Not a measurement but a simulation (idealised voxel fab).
The document below concerns the process module designated voxel self aligned contacts.
210 nm wide, 5 nm square cells: that's cross-section cut.
We lay out every cross-section as a grid of square cells and spell it out in bands from the top down, where one band means one or more rows of cells. Look at the band entry: it leads with the top's height and the bottom's height in nm. Then it lists the materials left to right, with a width in nm for each. The word "throughout" on a single material says that material fills the band edge to edge. The word "empty" is empty space. Heights are reckoned from 0. Under this level, the received wafer is all of one material. The bottommost band is open-ended downward, for example "top 0, no bottom". The notation "30->40" denotes a width that varies across the rows of cells in the band, beginning at the first number in the top row, finishing at the second number in the bottom row, and changing by an identical amount from each row to the next. It should be understood that the words "identical to before", when stated for a given step, signify that the cross-section underwent no change in any of its cells during that step. Entry "Non-vented voids" = empty spaces >= 8 cells with no open way to the top; each as width x height at distance, distance from left edge, all nm. On a step's line, text after the settings is the simulator commenting on that step. "overlay nm" denotes, for a step that has a mask, the displacement of the mask to the right of its planned place, with negative values corresponding to the left.
HERE'S WHAT THE PLANNED PROCESS STEPS LOOK LIKE
1) op RECEIVE | material Si
2) op OXIDIZE | depth nm 5
3) op DIRECTIONAL_DEP | material polySi | thk nm 30
4) op DIRECTIONAL_DEP | material SiN | thk nm 15
5) op DIRECTIONAL_DEP | material aC | thk nm 10
6) op PATTERN | tone cover | mask id GATE | material resist | width nm 25 | pitch nm 55 | thk nm 25 | overlay nm 0
7) op DIRECTIONAL_ETCH | etch materials aC | depth nm 10
8) op STRIP | etch materials resist
9) op DIRECTIONAL_ETCH | etch materials SiN | depth nm 15
10) op DIRECTIONAL_ETCH | etch materials polySi | depth nm 30
11) op STRIP | etch materials aC
12) op CONFORMAL_DEP | material SiN | thk nm 5
13) op DIRECTIONAL_ETCH | etch materials SiN | depth nm 5
14) op FILL_DEP | material SiO2 | thk nm 15
15) op CMP | height nm 55
16) op PATTERN | tone open | mask id CONTACT | material resist | width nm 40 | pitch nm 55 | thk nm 20 | overlay nm 0
17) op DIRECTIONAL_ETCH | etch materials SiO2 | depth nm 60
18) op STRIP | etch materials resist
19) op CONFORMAL_DEP | material TiN | thk nm 5
20) op FILL_DEP | material Ru | thk nm 10
21) op CMP | height nm 55
22) op CONFORMAL_DEP | material SiN | thk nm 5
AS-RECEIVED STATE OF THE WAFER IN CROSS-SECTION, EQUIVALENT TO POST-STEP 1
> top 0, no bottom | Si throughout
> Non-vented voids: none
POST-MODULE CROSS-SECTION OF THE FIRST OF TWO WAFERS (RUN PER PLAN)
> top 60, bottom 55 | SiN throughout
> top 55, bottom 45 | SiO2 55, TiN 5->15, Ru 30->10, TiN 5->15, SiO2 15, TiN 5->15, Ru 30->10, TiN 5->15, SiO2 60
> top 45, bottom 30 | SiO2 30, SiN 35, TiN 5, Ru 10, TiN 5, SiN 35, TiN 5, Ru 10, TiN 5, SiN 35, SiO2 35
> top 30, bottom 0 | SiO2 30, SiN 5, polySi 25, SiN 5, TiN 5, Ru 10, TiN 5, SiN 5, polySi 25, SiN 5, TiN 5, Ru 10, TiN 5, SiN 5, polySi 25, SiN 5, SiO2 35
> top 0, bottom -5 | SiO2 65, TiN 20, SiO2 35, TiN 20, SiO2 70
> top -5, no bottom | Si throughout
> Non-vented voids: none
PRESENTED HERE IS A CROSS-SECTION OF THE SECOND OF THE TWO WAFERS AS IT STOOD AT THE END OF THE MODULE. IT WAS STARTED IN THE SAME MANNER AND ASSIGNED THE SAME PLAN AS THE FIRST WAFER; HOWEVER, ONE MISTAKE WAS MADE IN ITS EXECUTION
> top 60, bottom 55 | SiN throughout
> top 55, bottom 50 | SiO2 55, TiN 5, Ru 30, TiN 5, SiO2 15, TiN 5, Ru 30, TiN 5, SiO2 60
> top 50, bottom 45 | SiO2 55, TiN 40, SiO2 15, TiN 40, SiO2 60
> top 45, bottom 30 | SiN 40, SiO2 15, SiN 40, SiO2 15, SiN 40, SiO2 15, SiN 45
> top 30, bottom 0 | polySi 35, SiN 5, SiO2 15, SiN 5, polySi 30, SiN 5, SiO2 15, SiN 5, polySi 30, SiN 5, SiO2 15, SiN 5, polySi 40
> top 0, bottom -5 | SiO2 throughout
> top -5, no bottom | Si throughout
> Non-vented voids: none
What was done differently from what was planned? in deviation from the planned setting, step 6 was conducted as op PATTERN | tone open | mask id GATE | material resist | width nm 25 | pitch nm 55 | thk nm 25 | overlay nm 0
The second wafer ends with more or fewer cells of some materials than the first, per final count: 40 fewer of Ru | 36 more of SiN | 28 fewer of SiO2 | 40 fewer of TiN | 72 more of polySi
